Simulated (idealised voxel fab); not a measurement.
process module | voxel tone inversion
cross-section cut | 295 nm wide | cells 5 nm
A cross-section is a grid of square cells, given in bands from the top down. A band is one or more rows of cells.
Each band's line starts with the height of the band's top and of its bottom, in nm. Then come its materials from left to right, each with its width in nm. One material with "throughout" fills the band from edge to edge. "air" is empty space.
Height 0 is the level under which the wafer as received is all one material. The lowest band goes on downwards, as in "0 down".
A width such as "30 to 40" changes by the same amount from each row of cells to the next, from the band's top row to its bottom row.
"no change" after a step means that no cell of the cross-section changed.
closed voids: empty space of 8 cells or more with no open way to the top, each as width x height at its distance from the left edge, in nm
after a step's settings: what the simulator itself notes on the step
overlay nm, on a step with a mask: how far to the right of its planned place the mask lay; to the left if negative
plan
1 op RECEIVE | material Si
2 op CONFORMAL_DEP | material SiCN | thk nm 5
3 op DIRECTIONAL_DEP | material aC | thk nm 25
4 op PATTERN | tone cover | mask id POSTS | material resist | width nm 25 | pitch nm 40 | thk nm 35 | overlay nm 0
5 op DIRECTIONAL_ETCH | etch materials aC | depth nm 25
6 op STRIP | etch materials resist
7 op FILL_DEP | material lowk | thk nm 5
8 op CMP | height nm 30
9 op STRIP | etch materials aC
first wafer, as planned
as received, after step 1
  0 down: Si throughout
  closed voids: none
after step 2
  5 to 0: SiCN throughout
  below 0: unchanged
after step 3
  30 to 5: aC throughout
  below 5: unchanged
after step 4
  65 to 30: air 75 | resist 25 | air 15 | resist 25 | air 15 | resist 25 | air 15 | resist 25 | air 75
  below 30: unchanged
after step 5
  40 to 30: air 75 | resist 25 | air 15 | resist 25 | air 15 | resist 25 | air 15 | resist 25 | air 75
  30 to 5: air 75 | aC 25 | air 15 | aC 25 | air 15 | aC 25 | air 15 | aC 25 | air 75
  below 5: unchanged
after step 6
  30 to 5: air 75 | aC 25 | air 15 | aC 25 | air 15 | aC 25 | air 15 | aC 25 | air 75
  below 5: unchanged
after step 7
  35 to 30: lowk throughout
  30 to 5: lowk 75 | aC 25 | lowk 15 | aC 25 | lowk 15 | aC 25 | lowk 15 | aC 25 | lowk 75
  below 5: unchanged
after step 8
  30 to 5: lowk 75 | aC 25 | lowk 15 | aC 25 | lowk 15 | aC 25 | lowk 15 | aC 25 | lowk 75
  below 5: unchanged
after step 9
  30 to 5: lowk 75 | air 25 | lowk 15 | air 25 | lowk 15 | air 25 | lowk 15 | air 25 | lowk 75
  below 5: unchanged
second wafer: like start, like plan, one mistake. Through step 3 it matches the first wafer
when step 4 should have ended
  65 to 30: resist 75 | air 25 | resist 15 | air 25 | resist 15 | air 25 | resist 15 | air 25 | resist 75
  below 30: unchanged
when step 5 should have ended
  40 to 30: resist 75 | air 25 | resist 15 | air 25 | resist 15 | air 25 | resist 15 | air 25 | resist 75
  30 to 5: aC 75 | air 25 | aC 15 | air 25 | aC 15 | air 25 | aC 15 | air 25 | aC 75
  below 5: unchanged
when step 6 should have ended
  30 to 5: aC 75 | air 25 | aC 15 | air 25 | aC 15 | air 25 | aC 15 | air 25 | aC 75
  below 5: unchanged
when step 7 should have ended
  35 to 30: lowk throughout
  30 to 5: aC 75 | lowk 25 | aC 15 | lowk 25 | aC 15 | lowk 25 | aC 15 | lowk 25 | aC 75
  below 5: unchanged
when step 8 should have ended
  30 to 5: aC 75 | lowk 25 | aC 15 | lowk 25 | aC 15 | lowk 25 | aC 15 | lowk 25 | aC 75
  below 5: unchanged
when step 9 should have ended
  30 to 5: air 75 | lowk 25 | air 15 | lowk 25 | air 15 | lowk 25 | air 15 | lowk 25 | air 75
  below 5: unchanged
what went wrong: step 4 ran as: op PATTERN | tone open | mask id POSTS | material resist | width nm 25 | pitch nm 40 | thk nm 35 | overlay nm 0
at the end the second wafer has, in cells: 95 fewer of lowk
